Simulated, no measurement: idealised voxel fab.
process module | voxel ribs on slabs
cross-section cut | 250 nm wide | cells 5 nm
A cross-section is a grid of square cells, given in bands from the top down. A band is one or more rows of cells.
Each band's line starts with the height of the band's top and of its bottom, in nm. Then come its materials from left to right, each with its width in nm. One material with "throughout" fills the band from edge to edge. "air" is empty space.
Height 0 is the level under which the wafer as received is all one material. The lowest band goes on downwards, as in "0 down".
A width such as "30 to 40" changes by the same amount from each row of cells to the next, from the band's top row to its bottom row.
"no change" after a step means that no cell of the cross-section changed.
closed voids: empty space of 8 cells or more with no open way to the top, each as width x height at its distance from the left edge, in nm
after a step's settings: what the simulator itself notes on the step
overlay nm, on a step with a mask: how far to the right of its planned place the mask lay; to the left if negative
plan
1 op RECEIVE | material Si
2 op DIRECTIONAL_DEP | material SiO2 | thk nm 25
3 op DIRECTIONAL_DEP | material SiN | thk nm 25
4 op MASKED_ETCH | tone cover | mask id RIB | width nm 15 | etch materials SiN | depth nm 20 | overlay nm 0
5 op DIRECTIONAL_DEP | material aC | thk nm 10
6 op PATTERN | tone cover | mask id SLAB | material resist | width nm 55 | thk nm 25 | overlay nm 0
7 op DIRECTIONAL_ETCH | etch materials aC | depth nm 10
8 op STRIP | etch materials resist
9 op DIRECTIONAL_ETCH | etch materials SiN | depth nm 5
10 op STRIP | etch materials aC
11 op FILL_DEP | material SiO2 | thk nm 25
12 op CMP | height nm 65
13 op DIRECTIONAL_DEP | material TiN | thk nm 10
14 op MASKED_ETCH | tone cover | mask id HEATER | width nm 25 | etch materials TiN | depth nm 10 | overlay nm 0
15 op CONFORMAL_DEP | material SiN | thk nm 5
as received, after step 1
  0 down: Si throughout
  closed voids: none
first wafer at the end, as planned
  80 to 75: air 105 | SiN 35 | air 110
  75 to 70: air 105 | SiN 5 | TiN 25 | SiN 5 | air 110
  70 to 65: SiN 110 | TiN 25 | SiN 115
  65 to 50: SiO2 throughout
  50 to 30: SiO2 115 | SiN 15 | SiO2 120
  30 to 25: SiO2 95 | SiN 55 | SiO2 100
  25 to 0: SiO2 throughout
  0 down: Si throughout
  closed voids: none
second wafer at the end: like start, like plan, one mistake
  75 to 65: air 110 | TiN 25 | air 115
  65 to 50: SiO2 throughout
  50 to 30: SiO2 115 | SiN 15 | SiO2 120
  30 to 25: SiO2 95 | SiN 55 | SiO2 100
  25 to 0: SiO2 throughout
  0 down: Si throughout
  closed voids: none
what went wrong: step 15 was left out
at the end the second wafer has, in cells: 54 fewer of SiN
